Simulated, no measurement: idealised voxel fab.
process module | voxel local oxidation
cross-section cut | 220 nm wide | cells 5 nm
A cross-section is a grid of square cells, given in bands from the top down. A band is one or more rows of cells.
Each band's line starts with the height of the band's top and of its bottom, in nm. Then come its materials from left to right, each with its width in nm. One material with "throughout" fills the band from edge to edge. "air" is empty space.
Height 0 is the level under which the wafer as received is all one material. The lowest band goes on downwards, as in "0 down".
A width such as "30 to 40" changes by the same amount from each row of cells to the next, from the band's top row to its bottom row.
"no change" after a step means that no cell of the cross-section changed.
closed voids: empty space of 8 cells or more with no open way to the top, each as width x height at its distance from the left edge, in nm
after a step's settings: what the simulator itself notes on the step
overlay nm, on a step with a mask: how far to the right of its planned place the mask lay; to the left if negative
plan
1 op RECEIVE | material Si
2 op CONFORMAL_DEP | material SiO2 | thk nm 5
3 op CONFORMAL_DEP | material SiN | thk nm 10
4 op MASKED_ETCH | tone cover | mask id ACTIVE | width nm 95 | etch materials SiN | depth nm 10 | overlay nm 0
5 op SELECTIVE_ETCH | etch materials SiO2 | depth nm 5
6 op OXIDIZE | depth nm 15
7 op STRIP | etch materials SiN
as received, after step 1
  0 down: Si throughout
  closed voids: none
a wafer at the end: this start, this plan, one mistake
  5 to 0: air 70 | SiO2 85 | air 65
  0 to -15: SiO2 85 | Si 55 | SiO2 80
  -15 down: Si throughout
  closed voids: none
what went wrong: step 4 ran as: op MASKED_ETCH | tone cover | mask id ACTIVE | width nm 95 | etch materials SiN | depth nm 10 | overlay nm 5
